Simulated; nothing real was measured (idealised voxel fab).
The process module presented herein is designated voxel trench capacitor.
Shown is cross-section cut, with a width of 205 nm and square cells of size 5 nm.
Cross-section spec: square-cell grid; bands listed top down; each band is one or more rows.
Band: top and bottom heights (nm) first, top before bottom; then materials from left to right, widths in nm. "edge to edge" marks a sole material filling the band edge to edge. "blank" denotes empty space.
Height is counted from the level 0, under which the received wafer is composed throughout of one material. The lowest of the bands is not closed at the bottom but continues downward, in the notation "z 0 and below".
When a width is written as two numbers, as in "30 to 40", the first number is the width in the top row of cells of the band and the second is the width in its bottom row, and the width changes by the same amount from each row to the next.
It should be understood that the words "no alteration", when stated for a given step, signify that the cross-section underwent no change in any of its cells during that step.
"Sealed cavities" lists enclosed empty spaces (at least 8 cells, no open path upward to the top), each as width x height at distance from the left edge, in nm.
If you see something after the settings on a step's line, that's the simulator's own remark about that step.
"overlay nm", when on a step's line for a step with a mask, measures how far to the right of its planned place the mask lay; a negative measure means to the left.

**Below is the list of planned process steps**
1. RECEIVE, material Si
2. CONFORMAL_DEP, material SiN, thk nm 10
3. MASKED_ETCH, tone open, mask id TRENCH, width nm 25, pitch nm 45, etch materials SiN, depth nm 10, overlay nm 0
4. MASKED_ETCH, tone open, mask id TRENCH, width nm 25, pitch nm 45, etch materials Si, depth nm 25, overlay nm 0
5. CONFORMAL_DEP, material Al2O3, thk nm 5
6. FILL_DEP, material polySi, thk nm 5
7. CMP, height nm 10

**Received-state cross-section, reflecting completion of step 1**
	z 0 and below  Si edge to edge
	Sealed cavities: none

**Sectioned view, first of two wafers, at the close of the module, processed as intended in the plan**
	z 10 to 0  65 of SiN, then 5 of Al2O3, then 15 of polySi, then 5 of Al2O3, then 20 of SiN, then 5 of Al2O3, then 15 of polySi, then 5 of Al2O3, then 70 of SiN
	z 0 to -20  65 of Si, then 5 of Al2O3, then 15 of polySi, then 5 of Al2O3, then 20 of Si, then 5 of Al2O3, then 15 of polySi, then 5 of Al2O3, then 70 of Si
	z -20 to -25  65 of Si, then 25 of Al2O3, then 20 of Si, then 25 of Al2O3, then 70 of Si
	z -25 and below  Si edge to edge
	Sealed cavities: none

**What the second wafer looks like in cross-section once the module is done. Its start and its plan matched the first wafer's exactly; what differed was one mistake in how it was run**
	z 10 to 0  70 of SiN, then 15 of polySi, then 30 of SiN, then 15 of polySi, then 75 of SiN
	z 0 to -20  65 of Si, then 5 of SiN, then 15 of polySi, then 5 of SiN, then 20 of Si, then 5 of SiN, then 15 of polySi, then 5 of SiN, then 70 of Si
	z -20 to -25  65 of Si, then 25 of SiN, then 20 of Si, then 25 of SiN, then 70 of Si
	z -25 and below  Si edge to edge
	Sealed cavities: none
So what did we get wrong on this run? rather than as planned, step 5 actually ran as CONFORMAL_DEP, material SiN, thk nm 5
Wrapping up, a cell-based count of both wafers puts the second over or under the first for these materials: Al2O3 -34, SiN +34
